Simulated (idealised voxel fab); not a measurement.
Proc. module: voxel capacitor over wiring
In the cross-section labelled cut, the width is 235 nm and each square cell is 5 nm.
Bands, listed from the top down, are how a cross-section gets written in this document; the cross-section itself is a grid of square cells, and a band is one or more rows of them.
It is stipulated that each band's entry specify, in nanometres, the height of the top of the band and then that of its bottom, followed by the materials of the band in left-to-right sequence, each together with its width in nanometres. A single material marked by the word "throughout" is understood to fill the band from edge to edge; the word "empty" is understood to denote empty space.
We count height from 0. Below that, the starting wafer is all one material. The lowest band never ends at the bottom but goes on down; see "0 nm and below" for how that is written.
When a width is written as two numbers, as in "30..40", the first number is the width in the top row of cells of the band and the second is the width in its bottom row, and the width changes by the same amount from each row to the next.
"nothing altered" for a step: no cell of the cross-section changed in that step.
"Tabulated closed voids": sealed empty spaces, 8 cells or more, no open way to top, listed width x height at distance, with distance from the left edge and width, height and distance in nm.
On each step's line, the part that comes after the settings is the simulator's own comment on the step.
"overlay nm" denotes, for a step that has a mask, the displacement of the mask to the right of its planned place, with negative values corresponding to the left.
## Steps planned for the process
- 1: RECEIVE,material Si
- 2: CONFORMAL_DEP,material SiO2,thk nm 15
- 3: CONFORMAL_DEP,material SiCN,thk nm 5
- 4: DIRECTIONAL_DEP,material lowk,thk nm 20
- 5: DIRECTIONAL_DEP,material aC,thk nm 10
- 6: PATTERN,tone open,mask id METAL_1,material resist,width nm 25,pitch nm 85,thk nm 25,overlay nm 0
- 7: DIRECTIONAL_ETCH,etch materials aC,depth nm 10
- 8: STRIP,etch materials resist
- 9: DIRECTIONAL_ETCH,etch materials lowk,depth nm 20
- 10: DIRECTIONAL_ETCH,etch materials SiCN,depth nm 5
- 11: STRIP,etch materials aC
- 12: CONFORMAL_DEP,material TiN,thk nm 5
- 13: FILL_DEP,material Cu,thk nm 10
- 14: CMP,height nm 40
- 15: CONFORMAL_DEP,material SiCN,thk nm 5
- 16: DIRECTIONAL_DEP,material SiO2,thk nm 15
- 17: PATTERN,tone open,mask id PLUG_1,material resist,width nm 15,thk nm 20,overlay nm 0
- 18: DIRECTIONAL_ETCH,etch materials SiO2,depth nm 15
- 19: DIRECTIONAL_ETCH,etch materials SiCN,depth nm 5
- 20: STRIP,etch materials resist
- 21: CONFORMAL_DEP,material TiN,thk nm 5
- 22: FILL_DEP,material Ru,thk nm 10
- 23: CMP,height nm 60
- 24: DIRECTIONAL_DEP,material TiN,thk nm 5
- 25: DIRECTIONAL_DEP,material HfO2,thk nm 5
- 26: DIRECTIONAL_DEP,material TiN,thk nm 5
- 27: PATTERN,tone cover,mask id UPPER_PLATE,material resist,width nm 65,thk nm 20,overlay nm 0
- 28: DIRECTIONAL_ETCH,etch materials TiN,depth nm 5
- 29: DIRECTIONAL_ETCH,etch materials HfO2,depth nm 5
- 30: STRIP,etch materials resist
- 31: MASKED_ETCH,tone cover,mask id LOWER_PLATE,width nm 75,etch materials TiN,depth nm 5,overlay nm 0
- 32: FILL_DEP,material SiO2,thk nm 15
- 33: CMP,height nm 85
- 34: PATTERN,tone open,mask id PLUG_2,material resist,width nm 15,thk nm 20,overlay nm 0
- 35: DIRECTIONAL_ETCH,etch materials SiO2,depth nm 10
- 36: STRIP,etch materials resist
- 37: CONFORMAL_DEP,material TiN,thk nm 5
- 38: FILL_DEP,material W,thk nm 5
- 39: CMP,height nm 85
- 40: CONFORMAL_DEP,material SiN,thk nm 5
## Concerning the first of two wafers, which was run in accordance with the plan
## Incoming wafer in cross-section (state: after step 1)
	0 nm and below: Si throughout
	Tabulated closed voids: none
## After step 2: wafer cross-section
	15 nm to 0 nm: SiO2 throughout
	Everything below 0 is unchanged.
## After step 3: wafer cross-section
	20 nm to 15 nm: SiCN throughout
	Everything below 15 is unchanged.
## After step 4: wafer cross-section
	40 nm to 20 nm: lowk throughout
	Everything below 20 is unchanged.
## After step 5: wafer cross-section
	50 nm to 40 nm: aC throughout
	Everything below 40 is unchanged.
## After step 6: wafer cross-section
	75 nm to 50 nm: resist (60); empty (25); resist (60); empty (25); resist (65)
	Everything below 50 is unchanged.
## After step 7: wafer cross-section
	65 nm to 50 nm: resist (60); empty (25); resist (60); empty (25); resist (65)
	50 nm to 40 nm: aC (60); empty (25); aC (60); empty (25); aC (65)
	Everything below 40 is unchanged.
## After step 8: wafer cross-section
	50 nm to 40 nm: aC (60); empty (25); aC (60); empty (25); aC (65)
	Everything below 40 is unchanged.
## After step 9: wafer cross-section
	50 nm to 40 nm: aC (60); empty (25); aC (60); empty (25); aC (65)
	40 nm to 20 nm: lowk (60); empty (25); lowk (60); empty (25); lowk (65)
	Everything below 20 is unchanged.
## After step 10: wafer cross-section
	50 nm to 40 nm: aC (60); empty (25); aC (60); empty (25); aC (65)
	40 nm to 20 nm: lowk (60); empty (25); lowk (60); empty (25); lowk (65)
	20 nm to 15 nm: SiCN (60); empty (25); SiCN (60); empty (25); SiCN (65)
	Everything below 15 is unchanged.
## After step 11: wafer cross-section
	40 nm to 20 nm: lowk (60); empty (25); lowk (60); empty (25); lowk (65)
	Everything below 20 is unchanged.
## After step 12: wafer cross-section
	45 nm to 40 nm: TiN (65); empty (15); TiN (70); empty (15); TiN (70)
	40 nm to 20 nm: lowk (60); TiN (5); empty (15); TiN (5); lowk (60); TiN (5); empty (15); TiN (5); lowk (65)
	20 nm to 15 nm: SiCN (60); TiN (25); SiCN (60); TiN (25); SiCN (65)
	Everything below 15 is unchanged.
## After step 13: wafer cross-section
	55 nm to 45 nm: Cu throughout
	45 nm to 40 nm: TiN (65); Cu (15); TiN (70); Cu (15); TiN (70)
	40 nm to 20 nm: lowk (60); TiN (5); Cu (15); TiN (5); lowk (60); TiN (5); Cu (15); TiN (5); lowk (65)
	Everything below 20 is unchanged.
## After step 14: wafer cross-section
	40 nm to 20 nm: lowk (60); TiN (5); Cu (15); TiN (5); lowk (60); TiN (5); Cu (15); TiN (5); lowk (65)
	Everything below 20 is unchanged.
## After step 15: wafer cross-section
	45 nm to 40 nm: SiCN throughout
	Everything below 40 is unchanged.
## After step 16: wafer cross-section
	60 nm to 45 nm: SiO2 throughout
	Everything below 45 is unchanged.
## After step 17: wafer cross-section
	80 nm to 60 nm: resist (70); empty (15); resist (150)
	Everything below 60 is unchanged.
## After step 18: wafer cross-section
	80 nm to 60 nm: resist (70); empty (15); resist (150)
	60 nm to 45 nm: SiO2 (70); empty (15); SiO2 (150)
	Everything below 45 is unchanged.
## After step 19: wafer cross-section
	80 nm to 60 nm: resist (70); empty (15); resist (150)
	60 nm to 45 nm: SiO2 (70); empty (15); SiO2 (150)
	45 nm to 40 nm: SiCN (70); empty (15); SiCN (150)
	Everything below 40 is unchanged.
## After step 20: wafer cross-section
	60 nm to 45 nm: SiO2 (70); empty (15); SiO2 (150)
	Everything below 45 is unchanged.
## After step 21: wafer cross-section
	65 nm to 60 nm: TiN (75); empty (5); TiN (155)
	60 nm to 45 nm: SiO2 (70); TiN (5); empty (5); TiN (5); SiO2 (150)
	45 nm to 40 nm: SiCN (70); TiN (15); SiCN (150)
	Everything below 40 is unchanged.
## After step 22: wafer cross-section
	75 nm to 65 nm: Ru throughout
	65 nm to 60 nm: TiN (75); Ru (5); TiN (155)
	60 nm to 45 nm: SiO2 (70); TiN (5); Ru (5); TiN (5); SiO2 (150)
	Everything below 45 is unchanged.
## After step 23: wafer cross-section
	60 nm to 45 nm: SiO2 (70); TiN (5); Ru (5); TiN (5); SiO2 (150)
	Everything below 45 is unchanged.
## After step 24: wafer cross-section
	65 nm to 60 nm: TiN throughout
	Everything below 60 is unchanged.
## After step 25: wafer cross-section
	70 nm to 65 nm: HfO2 throughout
	Everything below 65 is unchanged.
## After step 26: wafer cross-section
	75 nm to 70 nm: TiN throughout
	Everything below 70 is unchanged.
## After step 27: wafer cross-section
	95 nm to 75 nm: empty (70); resist (65); empty (100)
	Everything below 75 is unchanged.
## After step 28: wafer cross-section
	95 nm to 75 nm: empty (70); resist (65); empty (100)
	75 nm to 70 nm: empty (70); TiN (65); empty (100)
	Everything below 70 is unchanged.
## After step 29: wafer cross-section
	95 nm to 75 nm: empty (70); resist (65); empty (100)
	75 nm to 70 nm: empty (70); TiN (65); empty (100)
	70 nm to 65 nm: empty (70); HfO2 (65); empty (100)
	Everything below 65 is unchanged.
## After step 30: wafer cross-section
	75 nm to 70 nm: empty (70); TiN (65); empty (100)
	Everything below 70 is unchanged.
## After step 31: wafer cross-section
	75 nm to 70 nm: empty (70); TiN (65); empty (100)
	70 nm to 65 nm: empty (70); HfO2 (65); empty (100)
	65 nm to 60 nm: empty (65); TiN (75); empty (95)
	Everything below 60 is unchanged.
## After step 32: wafer cross-section
	90 nm to 75 nm: SiO2 throughout
	75 nm to 70 nm: SiO2 (70); TiN (65); SiO2 (100)
	70 nm to 65 nm: SiO2 (70); HfO2 (65); SiO2 (100)
	65 nm to 60 nm: SiO2 (65); TiN (75); SiO2 (95)
	Everything below 60 is unchanged.
## After step 33: wafer cross-section
	85 nm to 75 nm: SiO2 throughout
	Everything below 75 is unchanged.
## After step 34: wafer cross-section
	105 nm to 85 nm: resist (80); empty (15); resist (140)
	Everything below 85 is unchanged.
## After step 35: wafer cross-section
	105 nm to 85 nm: resist (80); empty (15); resist (140)
	85 nm to 75 nm: SiO2 (80); empty (15); SiO2 (140)
	Everything below 75 is unchanged.
## After step 36: wafer cross-section
	85 nm to 75 nm: SiO2 (80); empty (15); SiO2 (140)
	Everything below 75 is unchanged.
## After step 37: wafer cross-section
	90 nm to 85 nm: TiN (85); empty (5); TiN (145)
	85 nm to 80 nm: SiO2 (80); TiN (5); empty (5); TiN (5); SiO2 (140)
	80 nm to 70 nm: SiO2 (80..70); TiN (15..65); SiO2 (140..100)
	Everything below 70 is unchanged.
## After step 38: wafer cross-section
	95 nm to 90 nm: W throughout
	90 nm to 85 nm: TiN (85); W (5); TiN (145)
	85 nm to 80 nm: SiO2 (80); TiN (5); W (5); TiN (5); SiO2 (140)
	Everything below 80 is unchanged.
## After step 39: wafer cross-section
	85 nm to 80 nm: SiO2 (80); TiN (5); W (5); TiN (5); SiO2 (140)
	Everything below 80 is unchanged.
## After step 40: wafer cross-section
	90 nm to 85 nm: SiN throughout
	Everything below 85 is unchanged.
## It is to be noted that the second wafer proceeded from the same initial state and according to the same plan as the first, although one mistake was committed in its execution; through step 22, inclusive, the two wafers share an identical history
## Second wafer at the planned finish of step 23, seen in cross-section
	55 nm to 45 nm: SiO2 (70); TiN (5); Ru (5); TiN (5); SiO2 (150)
	Everything below 45 is unchanged.
## Second wafer at the planned finish of step 24, seen in cross-section
	60 nm to 55 nm: TiN throughout
	Everything below 55 is unchanged.
## Second wafer at the planned finish of step 25, seen in cross-section
	65 nm to 60 nm: HfO2 throughout
	Everything below 60 is unchanged.
## Second wafer at the planned finish of step 26, seen in cross-section
	70 nm to 65 nm: TiN throughout
	Everything below 65 is unchanged.
## Second wafer at the planned finish of step 27, seen in cross-section
	90 nm to 70 nm: empty (70); resist (65); empty (100)
	Everything below 70 is unchanged.
## Second wafer at the planned finish of step 28, seen in cross-section
	90 nm to 70 nm: empty (70); resist (65); empty (100)
	70 nm to 65 nm: empty (70); TiN (65); empty (100)
	Everything below 65 is unchanged.
## Second wafer at the planned finish of step 29, seen in cross-section
	90 nm to 70 nm: empty (70); resist (65); empty (100)
	70 nm to 65 nm: empty (70); TiN (65); empty (100)
	65 nm to 60 nm: empty (70); HfO2 (65); empty (100)
	Everything below 60 is unchanged.
## Second wafer at the planned finish of step 30, seen in cross-section
	70 nm to 65 nm: empty (70); TiN (65); empty (100)
	Everything below 65 is unchanged.
## Second wafer at the planned finish of step 31, seen in cross-section
	70 nm to 65 nm: empty (70); TiN (65); empty (100)
	65 nm to 60 nm: empty (70); HfO2 (65); empty (100)
	60 nm to 55 nm: empty (65); TiN (75); empty (95)
	Everything below 55 is unchanged.
## Second wafer at the planned finish of step 32, seen in cross-section
	85 nm to 70 nm: SiO2 throughout
	70 nm to 65 nm: SiO2 (70); TiN (65); SiO2 (100)
	65 nm to 60 nm: SiO2 (70); HfO2 (65); SiO2 (100)
	60 nm to 55 nm: SiO2 (65); TiN (75); SiO2 (95)
	Everything below 55 is unchanged.
Second wafer at the planned finish of step 33, seen in cross-section: nothing altered
## Second wafer at the planned finish of step 34, seen in cross-section
	105 nm to 85 nm: resist (80); empty (15); resist (140)
	Everything below 85 is unchanged.
## Second wafer at the planned finish of step 35, seen in cross-section
	105 nm to 85 nm: resist (80); empty (15); resist (140)
	85 nm to 75 nm: SiO2 (80); empty (15); SiO2 (140)
	Everything below 75 is unchanged.
## Second wafer at the planned finish of step 36, seen in cross-section
	85 nm to 75 nm: SiO2 (80); empty (15); SiO2 (140)
	Everything below 75 is unchanged.
## Second wafer at the planned finish of step 37, seen in cross-section
	90 nm to 85 nm: TiN (85); empty (5); TiN (145)
	85 nm to 80 nm: SiO2 (80); TiN (5); empty (5); TiN (5); SiO2 (140)
	80 nm to 75 nm: SiO2 (80); TiN (15); SiO2 (140)
	Everything below 75 is unchanged.
## Second wafer at the planned finish of step 38, seen in cross-section
	95 nm to 90 nm: W throughout
	90 nm to 85 nm: TiN (85); W (5); TiN (145)
	85 nm to 80 nm: SiO2 (80); TiN (5); W (5); TiN (5); SiO2 (140)
	Everything below 80 is unchanged.
## Second wafer at the planned finish of step 39, seen in cross-section
	85 nm to 80 nm: SiO2 (80); TiN (5); W (5); TiN (5); SiO2 (140)
	Everything below 80 is unchanged.
## Second wafer at the planned finish of step 40, seen in cross-section
	90 nm to 85 nm: SiN throughout
	Everything below 85 is unchanged.
What was the processing mistake? for step 23, the planned setting was not used; the step was instead run as CMP,height nm 55
End check, counted in cells, second wafer has more or fewer of these materials than the first: Ru: 1 fewer; SiO2: 3 more; TiN: 2 fewer
